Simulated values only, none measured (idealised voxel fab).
process module | voxel double patterning
cross-section cut | 240 nm wide | cells 5 nm
A cross-section is a grid of square cells, given in bands from the top down. A band is one or more rows of cells.
Each band's line starts with the height of the band's top and of its bottom, in nm. Then come its materials from left to right, each with its width in nm. One material with "throughout" fills the band from edge to edge. "air" is empty space.
Height 0 is the level under which the wafer as received is all one material. The lowest band goes on downwards, as in "0 down".
A width such as "30 to 40" changes by the same amount from each row of cells to the next, from the band's top row to its bottom row.
"no change" after a step means that no cell of the cross-section changed.
closed voids: empty space of 8 cells or more with no open way to the top, each as width x height at its distance from the left edge, in nm
after a step's settings: what the simulator itself notes on the step
overlay nm, on a step with a mask: how far to the right of its planned place the mask lay; to the left if negative
plan
1 op RECEIVE | material Si
2 op CONFORMAL_DEP | material SiO2 | thk nm 5
3 op DIRECTIONAL_DEP | material polySi | thk nm 15
4 op DIRECTIONAL_DEP | material SiCN | thk nm 5
5 op MASKED_ETCH | tone open | mask id FIRST | width nm 15 | pitch nm 50 | etch materials SiCN | depth nm 5 | overlay nm 0
6 op DIRECTIONAL_DEP | material aC | thk nm 10
7 op PATTERN | tone open | mask id SECOND | material resist | width nm 15 | pitch nm 50 | thk nm 25 | overlay nm 0
8 op DIRECTIONAL_ETCH | etch materials aC | depth nm 10
9 op STRIP | etch materials resist
10 op DIRECTIONAL_ETCH | etch materials SiCN | depth nm 5
11 op STRIP | etch materials aC
12 op DIRECTIONAL_ETCH | etch materials polySi | depth nm 15
13 op STRIP | etch materials SiCN
first wafer, as planned
as received, after step 1
  0 down: Si throughout
  closed voids: none
after step 2
  5 to 0: SiO2 throughout
  below 0: unchanged
after step 3
  20 to 5: polySi throughout
  below 5: unchanged
after step 4
  25 to 20: SiCN throughout
  below 20: unchanged
after step 5
  25 to 20: SiCN 60 | air 15 | SiCN 35 | air 15 | SiCN 35 | air 15 | SiCN 65
  below 20: unchanged
after step 6
  35 to 30: aC 60 | air 15 | aC 35 | air 15 | aC 35 | air 15 | aC 65
  30 to 25: aC throughout
  25 to 20: SiCN 60 | aC 15 | SiCN 35 | aC 15 | SiCN 35 | aC 15 | SiCN 65
  below 20: unchanged
after step 7
  60 to 35: resist 85 | air 15 | resist 35 | air 15 | resist 90
  35 to 30: aC 60 | resist 15 | aC 35 | resist 15 | aC 35 | resist 15 | aC 65
  below 30: unchanged
after step 8
  50 to 35: resist 85 | air 15 | resist 35 | air 15 | resist 90
  35 to 30: aC 60 | resist 15 | aC 10 | air 15 | aC 10 | resist 15 | aC 10 | air 15 | aC 10 | resist 15 | aC 65
  30 to 25: aC 85 | air 15 | aC 35 | air 15 | aC 90
  below 25: unchanged
after step 9
  35 to 30: aC 60 | air 15 | aC 10 | air 15 | aC 10 | air 15 | aC 10 | air 15 | aC 10 | air 15 | aC 65
  below 30: unchanged
after step 10
  35 to 30: aC 60 | air 15 | aC 10 | air 15 | aC 10 | air 15 | aC 10 | air 15 | aC 10 | air 15 | aC 65
  30 to 25: aC 85 | air 15 | aC 35 | air 15 | aC 90
  25 to 20: SiCN 60 | aC 15 | SiCN 10 | air 15 | SiCN 10 | aC 15 | SiCN 10 | air 15 | SiCN 10 | aC 15 | SiCN 65
  below 20: unchanged
after step 11
  25 to 20: SiCN 60 | air 15 | SiCN 10 | air 15 | SiCN 10 | air 15 | SiCN 10 | air 15 | SiCN 10 | air 15 | SiCN 65
  below 20: unchanged
after step 12
  25 to 20: SiCN 60 | air 15 | SiCN 10 | air 15 | SiCN 10 | air 15 | SiCN 10 | air 15 | SiCN 10 | air 15 | SiCN 65
  20 to 5: polySi 60 | air 15 | polySi 10 | air 15 | polySi 10 | air 15 | polySi 10 | air 15 | polySi 10 | air 15 | polySi 65
  below 5: unchanged
after step 13
  20 to 5: polySi 60 | air 15 | polySi 10 | air 15 | polySi 10 | air 15 | polySi 10 | air 15 | polySi 10 | air 15 | polySi 65
  below 5: unchanged
second wafer: like start, like plan, one mistake. Through step 2 it matches the first wafer
when step 3 should have ended
  35 to 5: polySi throughout
  below 5: unchanged
when step 4 should have ended
  40 to 35: SiCN throughout
  below 35: unchanged
when step 5 should have ended
  40 to 35: SiCN 60 | air 15 | SiCN 35 | air 15 | SiCN 35 | air 15 | SiCN 65
  below 35: unchanged
when step 6 should have ended
  50 to 45: aC 60 | air 15 | aC 35 | air 15 | aC 35 | air 15 | aC 65
  45 to 40: aC throughout
  40 to 35: SiCN 60 | aC 15 | SiCN 35 | aC 15 | SiCN 35 | aC 15 | SiCN 65
  below 35: unchanged
when step 7 should have ended
  75 to 50: resist 85 | air 15 | resist 35 | air 15 | resist 90
  50 to 45: aC 60 | resist 15 | aC 35 | resist 15 | aC 35 | resist 15 | aC 65
  below 45: unchanged
when step 8 should have ended
  65 to 50: resist 85 | air 15 | resist 35 | air 15 | resist 90
  50 to 45: aC 60 | resist 15 | aC 10 | air 15 | aC 10 | resist 15 | aC 10 | air 15 | aC 10 | resist 15 | aC 65
  45 to 40: aC 85 | air 15 | aC 35 | air 15 | aC 90
  below 40: unchanged
when step 9 should have ended
  50 to 45: aC 60 | air 15 | aC 10 | air 15 | aC 10 | air 15 | aC 10 | air 15 | aC 10 | air 15 | aC 65
  below 45: unchanged
when step 10 should have ended
  50 to 45: aC 60 | air 15 | aC 10 | air 15 | aC 10 | air 15 | aC 10 | air 15 | aC 10 | air 15 | aC 65
  45 to 40: aC 85 | air 15 | aC 35 | air 15 | aC 90
  40 to 35: SiCN 60 | aC 15 | SiCN 10 | air 15 | SiCN 10 | aC 15 | SiCN 10 | air 15 | SiCN 10 | aC 15 | SiCN 65
  below 35: unchanged
when step 11 should have ended
  40 to 35: SiCN 60 | air 15 | SiCN 10 | air 15 | SiCN 10 | air 15 | SiCN 10 | air 15 | SiCN 10 | air 15 | SiCN 65
  below 35: unchanged
when step 12 should have ended
  40 to 35: SiCN 60 | air 15 | SiCN 10 | air 15 | SiCN 10 | air 15 | SiCN 10 | air 15 | SiCN 10 | air 15 | SiCN 65
  35 to 20: polySi 60 | air 15 | polySi 10 | air 15 | polySi 10 | air 15 | polySi 10 | air 15 | polySi 10 | air 15 | polySi 65
  below 20: unchanged
when step 13 should have ended
  35 to 20: polySi 60 | air 15 | polySi 10 | air 15 | polySi 10 | air 15 | polySi 10 | air 15 | polySi 10 | air 15 | polySi 65
  below 20: unchanged
what went wrong: step 3 was run twice
at the end the second wafer has, in cells: 144 more of polySi
